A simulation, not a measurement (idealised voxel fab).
process module | voxel self aligned contacts
cross-section cut | 185 nm wide | cells 5 nm
A cross-section is a grid of square cells, given in bands from the top down. A band is one or more rows of cells.
Each band's line starts with the height of the band's top and of its bottom, in nm. Then come its materials from left to right, each with its width in nm. One material with "throughout" fills the band from edge to edge. "air" is empty space.
Height 0 is the level under which the wafer as received is all one material. The lowest band goes on downwards, as in "0 down".
A width such as "30 to 40" changes by the same amount from each row of cells to the next, from the band's top row to its bottom row.
"no change" after a step means that no cell of the cross-section changed.
closed voids: empty space of 8 cells or more with no open way to the top, each as width x height at its distance from the left edge, in nm
after a step's settings: what the simulator itself notes on the step
overlay nm, on a step with a mask: how far to the right of its planned place the mask lay; to the left if negative
plan
1 op RECEIVE | material Si
2 op OXIDIZE | depth nm 5
3 op DIRECTIONAL_DEP | material polySi | thk nm 30
4 op DIRECTIONAL_DEP | material SiN | thk nm 15
5 op PATTERN | tone cover | mask id GATE | material resist | width nm 25 | pitch nm 50 | thk nm 15 | overlay nm 0
6 op DIRECTIONAL_ETCH | etch materials SiN | depth nm 15
7 op DIRECTIONAL_ETCH | etch materials polySi | depth nm 30
8 op STRIP | etch materials resist
9 op CONFORMAL_DEP | material SiN | thk nm 5
10 op DIRECTIONAL_ETCH | etch materials SiN | depth nm 5
11 op FILL_DEP | material SiO2 | thk nm 15
12 op CMP | height nm 50
13 op MASKED_ETCH | tone open | mask id CONTACT | width nm 35 | etch materials SiO2 | depth nm 55 | overlay nm 0
14 op CONFORMAL_DEP | material TiN | thk nm 5
15 op FILL_DEP | material W | thk nm 5
16 op CMP | height nm 50
17 op CONFORMAL_DEP | material SiCN | thk nm 5
first wafer, as planned
as received, after step 1
  0 down: Si throughout
  closed voids: none
after step 2
  0 to -5: SiO2 throughout
  below -5: unchanged
after step 3
  30 to 0: polySi throughout
  below 0: unchanged
after step 4
  45 to 30: SiN throughout
  below 30: unchanged
after step 5
  60 to 45: air 55 | resist 25 | air 25 | resist 25 | air 55
  below 45: unchanged
after step 6
  60 to 45: air 55 | resist 25 | air 25 | resist 25 | air 55
  45 to 30: air 55 | SiN 25 | air 25 | SiN 25 | air 55
  below 30: unchanged
after step 7
  60 to 45: air 55 | resist 25 | air 25 | resist 25 | air 55
  45 to 30: air 55 | SiN 25 | air 25 | SiN 25 | air 55
  30 to 0: air 55 | polySi 25 | air 25 | polySi 25 | air 55
  below 0: unchanged
after step 8
  45 to 30: air 55 | SiN 25 | air 25 | SiN 25 | air 55
  below 30: unchanged
after step 9
  50 to 30: air 50 | SiN 35 | air 15 | SiN 35 | air 50
  30 to 5: air 50 | SiN 5 | polySi 25 | SiN 5 | air 15 | SiN 5 | polySi 25 | SiN 5 | air 50
  5 to 0: SiN 55 | polySi 25 | SiN 25 | polySi 25 | SiN 55
  below 0: unchanged
after step 10
  45 to 30: air 50 | SiN 35 | air 15 | SiN 35 | air 50
  30 to 0: air 50 | SiN 5 | polySi 25 | SiN 5 | air 15 | SiN 5 | polySi 25 | SiN 5 | air 50
  below 0: unchanged
after step 11
  60 to 45: SiO2 throughout
  45 to 30: SiO2 50 | SiN 35 | SiO2 15 | SiN 35 | SiO2 50
  30 to 0: SiO2 50 | SiN 5 | polySi 25 | SiN 5 | SiO2 15 | SiN 5 | polySi 25 | SiN 5 | SiO2 50
  below 0: unchanged
after step 12
  50 to 45: SiO2 throughout
  below 45: unchanged
after step 13
  50 to 45: SiO2 75 | air 35 | SiO2 75
  45 to 30: SiO2 50 | SiN 35 | air 15 | SiN 35 | SiO2 50
  30 to 0: SiO2 50 | SiN 5 | polySi 25 | SiN 5 | air 15 | SiN 5 | polySi 25 | SiN 5 | SiO2 50
  0 to -5: SiO2 85 | air 15 | SiO2 85
  below -5: unchanged
after step 14
  55 to 50: TiN 80 | air 25 | TiN 80
  50 to 45: SiO2 75 | TiN 15 | air 5 | TiN 15 | SiO2 75
  45 to 30: SiO2 50 | SiN 35 | TiN 5 | air 5 | TiN 5 | SiN 35 | SiO2 50
  30 to 0: SiO2 50 | SiN 5 | polySi 25 | SiN 5 | TiN 5 | air 5 | TiN 5 | SiN 5 | polySi 25 | SiN 5 | SiO2 50
  0 to -5: SiO2 85 | TiN 15 | SiO2 85
  below -5: unchanged
after step 15
  60 to 55: W throughout
  55 to 50: TiN 80 | W 25 | TiN 80
  50 to 45: SiO2 75 | TiN 15 | W 5 | TiN 15 | SiO2 75
  45 to 30: SiO2 50 | SiN 35 | TiN 5 | W 5 | TiN 5 | SiN 35 | SiO2 50
  30 to 0: SiO2 50 | SiN 5 | polySi 25 | SiN 5 | TiN 5 | W 5 | TiN 5 | SiN 5 | polySi 25 | SiN 5 | SiO2 50
  below 0: unchanged
after step 16
  50 to 45: SiO2 75 | TiN 15 | W 5 | TiN 15 | SiO2 75
  below 45: unchanged
after step 17
  55 to 50: SiCN throughout
  below 50: unchanged
second wafer: like start, like plan, one mistake. Through step 4 it matches the first wafer
when step 5 should have ended
  60 to 45: air 45 | resist 25 | air 25 | resist 25 | air 65
  below 45: unchanged
when step 6 should have ended
  60 to 45: air 45 | resist 25 | air 25 | resist 25 | air 65
  45 to 30: air 45 | SiN 25 | air 25 | SiN 25 | air 65
  below 30: unchanged
when step 7 should have ended
  60 to 45: air 45 | resist 25 | air 25 | resist 25 | air 65
  45 to 30: air 45 | SiN 25 | air 25 | SiN 25 | air 65
  30 to 0: air 45 | polySi 25 | air 25 | polySi 25 | air 65
  below 0: unchanged
when step 8 should have ended
  45 to 30: air 45 | SiN 25 | air 25 | SiN 25 | air 65
  below 30: unchanged
when step 9 should have ended
  50 to 30: air 40 | SiN 35 | air 15 | SiN 35 | air 60
  30 to 5: air 40 | SiN 5 | polySi 25 | SiN 5 | air 15 | SiN 5 | polySi 25 | SiN 5 | air 60
  5 to 0: SiN 45 | polySi 25 | SiN 25 | polySi 25 | SiN 65
  below 0: unchanged
when step 10 should have ended
  45 to 30: air 40 | SiN 35 | air 15 | SiN 35 | air 60
  30 to 0: air 40 | SiN 5 | polySi 25 | SiN 5 | air 15 | SiN 5 | polySi 25 | SiN 5 | air 60
  below 0: unchanged
when step 11 should have ended
  60 to 45: SiO2 throughout
  45 to 30: SiO2 40 | SiN 35 | SiO2 15 | SiN 35 | SiO2 60
  30 to 0: SiO2 40 | SiN 5 | polySi 25 | SiN 5 | SiO2 15 | SiN 5 | polySi 25 | SiN 5 | SiO2 60
  below 0: unchanged
when step 12 should have ended
  50 to 45: SiO2 throughout
  below 45: unchanged
when step 13 should have ended
  50 to 45: SiO2 75 | air 35 | SiO2 75
  45 to 30: SiO2 40 | SiN 35 | air 15 | SiN 35 | SiO2 60
  30 to 0: SiO2 40 | SiN 5 | polySi 25 | SiN 5 | air 15 | SiN 5 | polySi 25 | SiN 5 | SiO2 60
  0 to -5: SiO2 75 | air 15 | SiO2 95
  below -5: unchanged
when step 14 should have ended
  55 to 50: TiN 80 | air 25 | TiN 80
  50 to 45: SiO2 75 | TiN 5 | air 5 | TiN 25 | SiO2 75
  45 to 30: SiO2 40 | SiN 35 | TiN 5 | air 5 | TiN 5 | SiN 35 | SiO2 60
  30 to 0: SiO2 40 | SiN 5 | polySi 25 | SiN 5 | TiN 5 | air 5 | TiN 5 | SiN 5 | polySi 25 | SiN 5 | SiO2 60
  0 to -5: SiO2 75 | TiN 15 | SiO2 95
  below -5: unchanged
when step 15 should have ended
  60 to 55: W throughout
  55 to 50: TiN 80 | W 25 | TiN 80
  50 to 45: SiO2 75 | TiN 5 | W 5 | TiN 25 | SiO2 75
  45 to 30: SiO2 40 | SiN 35 | TiN 5 | W 5 | TiN 5 | SiN 35 | SiO2 60
  30 to 0: SiO2 40 | SiN 5 | polySi 25 | SiN 5 | TiN 5 | W 5 | TiN 5 | SiN 5 | polySi 25 | SiN 5 | SiO2 60
  below 0: unchanged
when step 16 should have ended
  50 to 45: SiO2 75 | TiN 5 | W 5 | TiN 25 | SiO2 75
  below 45: unchanged
when step 17 should have ended
  55 to 50: SiCN throughout
  below 50: unchanged
what went wrong: step 5 ran as: op PATTERN | tone cover | mask id GATE | material resist | width nm 25 | pitch nm 50 | thk nm 15 | overlay nm -10
at the end the second wafer has, in cells: as many of each material as the first, in other places
